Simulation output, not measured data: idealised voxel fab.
This is a process module. Its name is voxel transistor to metal.
We display cut, a cross-section 285 nm in width whose square cells are each 5 nm.
Square cells in a grid make up a cross-section in this document, and the grid is given as bands, listed from the top down, each one or more rows of cells.
Look at the band entry: it leads with the top's height and the bottom's height in nm. Then it lists the materials left to right, with a width in nm for each. The word "everywhere" on a single material says that material fills the band edge to edge. The word "air" is empty space.
Ref level 0: as-received wafer is one material below here. Bottom band extends down with no lower bound ("0..down").
A width given as "30..40" starts at the first number in the band's top row and ends at the second number in its bottom row, shifting by an equal amount at every step from row to row.
It should be understood that the words "nothing got changed", when stated for a given step, signify that the cross-section underwent no change in any of its cells during that step.
The label "Catalogued sealed voids" introduces a list of the empty spaces, 8 cells or larger, that have no open way up to the top; each entry in it reads width x height at distance, where the distance is taken from the left edge and all three are stated in nm.
The remark found on a step's line after its settings is issued by the simulator itself and pertains to that step.
You can add "overlay nm" to a step's line. For a step with a mask, it describes how far the mask lay to the right of its planned position, and a negative number describes a lay to the left.

**These are the steps we planned for the process**
1: RECEIVE | material Si
2: CONFORMAL_DEP | material SiO2 | thk nm 5
3: CONFORMAL_DEP | material SiN | thk nm 10
4: PATTERN | tone cover | mask id ACTIVE | material resist | width nm 115 | pitch nm 140 | thk nm 15 | overlay nm 0
5: DIRECTIONAL_ETCH | etch materials SiN | depth nm 10
6: DIRECTIONAL_ETCH | etch materials SiO2 | depth nm 5
7: DIRECTIONAL_ETCH | etch materials Si | depth nm 25
8: STRIP | etch materials resist
9: OXIDIZE | depth nm 5
10: FILL_DEP | material SiO2 | thk nm 5
11: CMP | height nm 15
12: SELECTIVE_ETCH | etch materials SiO2 | depth nm 5
13: STRIP | etch materials SiN
14: SELECTIVE_ETCH | etch materials SiO2 | depth nm 5
15: OXIDIZE | depth nm 5
16: DIRECTIONAL_DEP | material polySi | thk nm 25
17: DIRECTIONAL_DEP | material SiCN | thk nm 10
18: PATTERN | tone cover | mask id GATE | material resist | width nm 25 | pitch nm 140 | thk nm 20 | overlay nm 0
19: DIRECTIONAL_ETCH | etch materials SiCN | depth nm 20
20: DIRECTIONAL_ETCH | etch materials polySi | depth nm 35
21: STRIP | etch materials resist
22: CONFORMAL_DEP | material SiO2 | thk nm 5
23: DIRECTIONAL_ETCH | etch materials SiO2 | depth nm 5
24: CONFORMAL_DEP | material SiN | thk nm 10
25: DIRECTIONAL_ETCH | etch materials SiN | depth nm 10
26: DIRECTIONAL_ETCH | etch materials SiO2 | depth nm 5
27: DIRECTIONAL_ETCH | etch materials Si | depth nm 5
28: EPI | material nSi | thk nm 5
29: FILL_DEP | material SiO2 | thk nm 5
30: CMP | height nm 35
31: DIRECTIONAL_DEP | material SiO2 | thk nm 10
32: DIRECTIONAL_DEP | material aC | thk nm 10
33: PATTERN | tone open | mask id CONTACT | material resist | width nm 35 | pitch nm 70 | thk nm 30 | overlay nm 0
34: DIRECTIONAL_ETCH | etch materials aC | depth nm 10
35: STRIP | etch materials resist
36: DIRECTIONAL_ETCH | etch materials SiO2 | depth nm 50
37: STRIP | etch materials aC
38: CONFORMAL_DEP | material TiN | thk nm 5
39: FILL_DEP | material W | thk nm 5
40: CMP | height nm 45
41: DIRECTIONAL_DEP | material TiN | thk nm 5
42: DIRECTIONAL_DEP | material W | thk nm 25
43: PATTERN | tone cover | mask id METAL_1 | material resist | width nm 20 | thk nm 15 | overlay nm 0
44: DIRECTIONAL_ETCH | etch materials W | depth nm 25
45: DIRECTIONAL_ETCH | etch materials TiN | depth nm 5
46: STRIP | etch materials resist
47: CONFORMAL_DEP | material SiN | thk nm 5
48: FILL_DEP | material SiO2 | thk nm 10
49: CMP | height nm 75
50: CONFORMAL_DEP | material SiCN | thk nm 5

**As-received state of the wafer in cross-section, equivalent to post-step 1**
* 0..down  Si everywhere
* Catalogued sealed voids: none

**Here's the wafer cut in cross-section after the module, started and planned just like above, except one thing was done wrong in the run**
* 80..75  SiCN everywhere
* 75..50  SiO2=15 / SiN=5 / W=25 / SiN=5 / SiO2=50 / SiN=5 / W=25 / SiN=5 / SiO2=20 / SiN=5 / W=25 / SiN=5 / SiO2=50 / SiN=5 / W=25 / SiN=5 / SiO2=10
* 50..45  SiN=20 / TiN=25 / SiN=60 / TiN=25 / SiN=30 / TiN=25 / SiN=60 / TiN=25 / SiN=15
* 45..35  SiO2=20 / TiN=5 / W=25..15 / TiN=5..15 / SiO2=35 / TiN=5..15 / W=25..15 / TiN=5 / SiO2=35 / TiN=5 / W=25..15 / TiN=5..15 / SiO2=35 / TiN=5..15 / W=25..15 / TiN=5 / SiO2=20
* 35..25  SiO2=20 / TiN=5 / W=15 / TiN=5 / SiN=10 / SiO2=5 / SiCN=25 / SiO2=5 / SiN=10 / TiN=5 / W=15 / TiN=5 / SiO2=35 / TiN=5 / W=15 / TiN=5 / SiN=10 / SiO2=5 / SiCN=25 / SiO2=5 / SiN=10 / TiN=5 / W=15 / TiN=5 / SiO2=20
* 25..10  SiO2=20 / TiN=5 / W=15 / TiN=5 / SiN=10 / SiO2=5 / polySi=25 / SiO2=5 / SiN=10 / TiN=5 / W=15 / TiN=5 / SiO2=35 / TiN=5 / W=15 / TiN=5 / SiN=10 / SiO2=5 / polySi=25 / SiO2=5 / SiN=10 / TiN=5 / W=15 / TiN=5 / SiO2=20
* 10..5  SiO2=20 / TiN=10 / W=10 / TiN=5 / SiN=10 / SiO2=5 / polySi=25 / SiO2=5 / SiN=10 / TiN=5 / W=10 / TiN=10 / SiO2=35 / TiN=10 / W=10 / TiN=5 / SiN=10 / SiO2=5 / polySi=25 / SiO2=5 / SiN=10 / TiN=5 / W=10 / TiN=10 / SiO2=20
* 5..0  SiO2=15 / SiN=10 / TiN=20 / SiN=10 / SiO2=5 / polySi=25 / SiO2=5 / SiN=10 / TiN=20 / SiN=10 / SiO2=25 / SiN=10 / TiN=20 / SiN=10 / SiO2=5 / polySi=25 / SiO2=5 / SiN=10 / TiN=20 / SiN=10 / SiO2=15
* 0..-5  SiO2=25 / nSi=5 / TiN=10 / nSi=5 / SiO2=55 / nSi=5 / TiN=10 / nSi=5 / SiO2=45 / nSi=5 / TiN=10 / nSi=5 / SiO2=55 / nSi=5 / TiN=10 / nSi=5 / SiO2=25
* -5..-10  SiO2=20 / Si=5 / nSi=20 / Si=55 / nSi=20 / Si=5 / SiO2=35 / Si=5 / nSi=20 / Si=55 / nSi=20 / Si=5 / SiO2=20
* -10..-30  SiO2=20 / Si=105 / SiO2=35 / Si=105 / SiO2=20
* -30..down  Si everywhere
* Catalogued sealed voids: none
Want to know what went wrong? note that step 43 departed from the planned setting and was carried out as PATTERN | tone cover | mask id METAL_1 | material resist | width nm 25 | thk nm 15 | overlay nm 0
